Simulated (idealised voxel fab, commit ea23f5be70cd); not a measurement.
process module | voxel wiring stack
cross-section cut | 205 nm wide | cells 5 nm
A cross-section is a grid of square cells, given in bands from the top down. A band is one or more rows of cells.
Each band's line starts with the height of the band's top and of its bottom, in nm. Then come its materials from left to right, each with its width in nm. One material with "throughout" fills the band from edge to edge. "air" is empty space.
Height 0 is the level under which the wafer as received is all one material. The lowest band goes on downwards, as in "0 down".
A width such as "30 to 40" changes by the same amount from each row of cells to the next, from the band's top row to its bottom row.
"no change" after a step means that no cell of the cross-section changed.
closed voids: empty space of 8 cells or more with no open way to the top, each as width x height at its distance from the left edge, in nm
after a step's settings: what the simulator itself notes on the step
overlay nm, on a step with a mask: how far to the right of its planned place the mask lay; to the left if negative
plan
1 op RECEIVE | material Si
2 op CONFORMAL_DEP | material SiO2 | thk nm 15
3 op DIRECTIONAL_DEP | material TiN | thk nm 5
4 op DIRECTIONAL_DEP | material W | thk nm 15
5 op MASKED_ETCH | tone cover | mask id METAL_1 | width nm 25 | pitch nm 55 | etch materials W | depth nm 15 | overlay nm 0
6 op MASKED_ETCH | tone cover | mask id METAL_1 | width nm 25 | pitch nm 55 | etch materials TiN | depth nm 5 | overlay nm 0
7 op CONFORMAL_DEP | material SiCN | thk nm 5
8 op FILL_DEP | material SiO2 | thk nm 10
9 op CMP | height nm 35
10 op CONFORMAL_DEP | material SiCN | thk nm 5
11 op DIRECTIONAL_DEP | material SiO2 | thk nm 20
12 op PATTERN | tone open | mask id PLUG_1 | material resist | width nm 15 | pitch nm 55 | thk nm 15 | overlay nm 0
13 op DIRECTIONAL_ETCH | etch materials SiO2 | depth nm 20
14 op DIRECTIONAL_ETCH | etch materials SiCN | depth nm 5
15 op STRIP | etch materials resist
16 op CONFORMAL_DEP | material TiN | thk nm 5
17 op FILL_DEP | material Cu | thk nm 5
18 op CMP | height nm 60
19 op CONFORMAL_DEP | material SiCN | thk nm 5
20 op DIRECTIONAL_DEP | material lowk | thk nm 15
21 op DIRECTIONAL_DEP | material aC | thk nm 10
22 op PATTERN | tone open | mask id METAL_2 | material resist | width nm 25 | pitch nm 55 | thk nm 25 | overlay nm 0
23 op DIRECTIONAL_ETCH | etch materials aC | depth nm 10
24 op STRIP | etch materials resist
25 op DIRECTIONAL_ETCH | etch materials lowk | depth nm 15
26 op DIRECTIONAL_ETCH | etch materials SiCN | depth nm 5
27 op STRIP | etch materials aC
28 op CONFORMAL_DEP | material TiN | thk nm 5
29 op FILL_DEP | material Cu | thk nm 10
30 op CMP | height nm 80
31 op CONFORMAL_DEP | material SiCN | thk nm 5
32 op DIRECTIONAL_DEP | material SiO2 | thk nm 15
33 op PATTERN | tone open | mask id PLUG_2 | material resist | width nm 15 | pitch nm 55 | thk nm 20 | overlay nm 0
34 op DIRECTIONAL_ETCH | etch materials SiO2 | depth nm 15
35 op DIRECTIONAL_ETCH | etch materials SiCN | depth nm 5
36 op STRIP | etch materials resist
37 op EPI | material Ru | thk nm 10
38 op EPI | material Ru | thk nm 10
39 op CONFORMAL_DEP | material SiCN | thk nm 5
40 op DIRECTIONAL_DEP | material SiO2 | thk nm 20
41 op DIRECTIONAL_DEP | material aC | thk nm 10
42 op PATTERN | tone open | mask id METAL_3 | material resist | width nm 25 | pitch nm 55 | thk nm 25 | overlay nm 0
43 op DIRECTIONAL_ETCH | etch materials aC | depth nm 10
44 op STRIP | etch materials resist
45 op DIRECTIONAL_ETCH | etch materials SiO2 | depth nm 20
46 op DIRECTIONAL_ETCH | etch materials SiCN | depth nm 5
47 op STRIP | etch materials aC
48 op CONFORMAL_DEP | material TiN | thk nm 5
49 op FILL_DEP | material Ru | thk nm 10
50 op CMP | height nm 125
51 op CONFORMAL_DEP | material SiN | thk nm 5
as received, after step 1
  0 down: Si throughout
  closed voids: none
a wafer at the end: this start, this plan, one mistake
  130 to 125: SiN throughout
  125 to 105: SiO2 60 | TiN 5 | Ru 15 | TiN 5 | SiO2 30 | TiN 5 | Ru 15 | TiN 5 | SiO2 65
  105 to 100: SiCN 60 | TiN 25 | SiCN 30 | TiN 25 | SiCN 65
  100 to 85: SiO2 60 | Ru 15 | SiO2 40 | Ru 15 | SiO2 75
  85 to 80: SiCN 60 | Ru 15 | SiCN 40 | Ru 15 | SiCN 75
  80 to 65: lowk 70 | TiN 5 | Cu 15 | TiN 5 | lowk 30 | TiN 5 | Cu 15 | TiN 5 | lowk 55
  65 to 60: SiCN 70 | TiN 25 | SiCN 30 | TiN 25 | SiCN 55
  60 to 40: SiO2 60 | TiN 5 | Cu 5 | TiN 5 | SiO2 40 | TiN 5 | Cu 5 | TiN 5 | SiO2 75
  40 to 35: SiCN 60 | TiN 15 | SiCN 40 | TiN 15 | SiCN 75
  35 to 20: SiO2 55 | SiCN 5 | W 25 | SiCN 5 | SiO2 20 | SiCN 5 | W 25 | SiCN 5 | SiO2 60
  20 to 15: SiCN 60 | TiN 25 | SiCN 30 | TiN 25 | SiCN 65
  15 to 0: SiO2 throughout
  0 down: Si throughout
  closed voids: none
what went wrong: step 22 ran as: op PATTERN | tone open | mask id METAL_2 | material resist | width nm 25 | pitch nm 55 | thk nm 25 | overlay nm 10
